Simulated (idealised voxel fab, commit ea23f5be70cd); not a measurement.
This section sets out a process module, namely voxel gate over fins.
Section cut is 275 nm wide and gridded with 5 nm square cells.
Cross-section format: a grid of square cells, given as bands from top to bottom; each band is one or more rows of cells. In this notation a band is specified by the heights of its top and bottom, in that order and in nm, after which its materials appear from left to right, each paired with its width in nm. The word "full width" attached to a single material means that material fills the band from edge to edge; the word "empty" stands for empty space. Counting heights begins at 0, where everything beneath is, in the wafer as received, one material. The lowest band has no bottom; it goes on downwards, as "from 0 down" shows. The two numbers in a width such as "30..40" mark its ends across the band: the first belongs to the top row of cells, the second to the bottom row, and from each row to the next the width moves by the same amount. When a step is marked "no modification", none of the cells in the cross-section changed during that step. Each empty space that has no open way to the top and spans at least 8 cells appears under "Completely sealed voids" as width x height at distance, the distance counted from the left edge, all in nm. Read whatever lies past the settings on a step's line as the simulator's own remark about the step. Steps that use a mask can have "overlay nm" on their line. It says how far the mask sat to the right of where it was meant to be. Negative means to the left.
[Planned process steps]
1) op RECEIVE | material Si
2) op CONFORMAL_DEP | material SiN | thk nm 10
3) op MASKED_ETCH | tone cover | mask id FINS | width nm 15 | pitch nm 40 | etch materials SiN | depth nm 10 | overlay nm 0
4) op MASKED_ETCH | tone cover | mask id FINS | width nm 15 | pitch nm 40 | etch materials Si | depth nm 30 | overlay nm 0
5) op OXIDIZE | depth nm 5
6) op FILL_DEP | material SiO2 | thk nm 10
7) op CMP | height nm 10
8) op SELECTIVE_ETCH | etch materials SiO2 | depth nm 25
9) op STRIP | etch materials SiN
10) op CONFORMAL_DEP | material HfO2 | thk nm 5
11) op CONFORMAL_DEP | material TiN | thk nm 5
12) op FILL_DEP | material W | thk nm 10
13) op CMP | height nm 15
14) op CONFORMAL_DEP | material SiCN | thk nm 10
[Received-state cross-section, reflecting completion of step 1]
	from 0 down | Si full width
	Completely sealed voids: none
[a wafer at the end: this start, this plan, one mistake]
	from 25 to 15 | SiCN full width
	from 15 to 10 | W full width
	from 10 to 5 | 105 W | 25 TiN | 15 W | 25 TiN | 105 W
	from 5 to 0 | 105 W | 5 TiN | 15 HfO2 | 5 TiN | 15 W | 5 TiN | 15 HfO2 | 5 TiN | 105 W
	from 0 to -25 | 105 W | 5 TiN | 5 HfO2 | 5 Si | 5 HfO2 | 5 TiN | 15 W | 5 TiN | 5 HfO2 | 5 Si | 5 HfO2 | 5 TiN | 105 W
	from -25 to -30 | 110 TiN | 5 HfO2 | 5 Si | 5 HfO2 | 25 TiN | 5 HfO2 | 5 Si | 5 HfO2 | 110 TiN
	from -30 to -35 | 115 HfO2 | 5 Si | 35 HfO2 | 5 Si | 115 HfO2
	from -35 down | Si full width
	Completely sealed voids: none
Plan not followed: step 8 was run twice
